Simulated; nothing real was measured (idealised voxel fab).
Process module, titled voxel spacer lines
Shown is cross-section cut, with a width of 240 nm and square cells of size 5 nm.
This document writes a cross-section as a grid whose cells are square, and gives it as bands, listed from the top down; one or more rows of cells form a band. Per band: top height and bottom height in nm, followed by the left-to-right materials and their widths in nm; "full width" marks a single material spanning edge to edge, "empty" marks empty space. The reference from which all heights are counted is 0, the level beneath which the as-received wafer is entirely one material; the lowest band, having no lower bound, proceeds downward and is written after the example "0 nm and below". Width "30 to 40": first value at the band's top row of cells, second value at its bottom row, equal change from row to row. Where the words "no alteration" appear for a step, the cross-section shows no cell changed by that step; every cell remained as before. This entry, "Unvented internal voids", enumerates those empty regions of no fewer than 8 cells that possess no open connection to the top. Each region is reported in the form width x height at distance, the distance being taken from the left edge, with all three quantities expressed in nm. Read whatever lies past the settings on a step's line as the simulator's own remark about the step. What "overlay nm" on a step's line means: if the step has a mask, that mask lay this far to the right of its planned place, or, when the value is negative, to the left.

**Here's what the planned process steps look like**
1 RECEIVE | material Si
2 CONFORMAL_DEP | material Al2O3 | thk nm 10
3 DIRECTIONAL_DEP | material polySi | thk nm 15
4 DIRECTIONAL_DEP | material aC | thk nm 25
5 PATTERN | tone cover | mask id MANDREL | material resist | width nm 25 | pitch nm 70 | thk nm 30 | overlay nm 0
6 DIRECTIONAL_ETCH | etch materials aC | depth nm 25
7 STRIP | etch materials resist
8 CONFORMAL_DEP | material SiN | thk nm 10
9 DIRECTIONAL_ETCH | etch materials SiN | depth nm 10
10 STRIP | etch materials aC
11 DIRECTIONAL_ETCH | etch materials polySi | depth nm 15
12 STRIP | etch materials SiN

**The cross-section here shows the wafer as received, i.e. in its state after step 1**
	0 nm and below  Si full width
	Unvented internal voids: none

**Here's the cross-section of the first of our two wafers at the end of the module - it ran as planned**
	25 nm to 10 nm  empty=60  polySi=10  empty=25  polySi=10  empty=25  polySi=10  empty=25  polySi=10  empty=65
	10 nm to 0 nm  Al2O3 full width
	0 nm and below  Si full width
	Unvented internal voids: none

**second wafer at the end: like start, like plan, one mistake**
	25 nm to 10 nm  empty=65  polySi=10  empty=15  polySi=10  empty=35  polySi=10  empty=15  polySi=10  empty=70
	10 nm to 0 nm  Al2O3 full width
	0 nm and below  Si full width
	Unvented internal voids: none
What went wrong in running the wafer? not per plan at step 5, really ran PATTERN | tone cover | mask id MANDREL | material resist | width nm 15 | pitch nm 70 | thk nm 30 | overlay nm 0
So at the finish, the second wafer's got exactly as many cells of each material as the first, just not in the same spots.
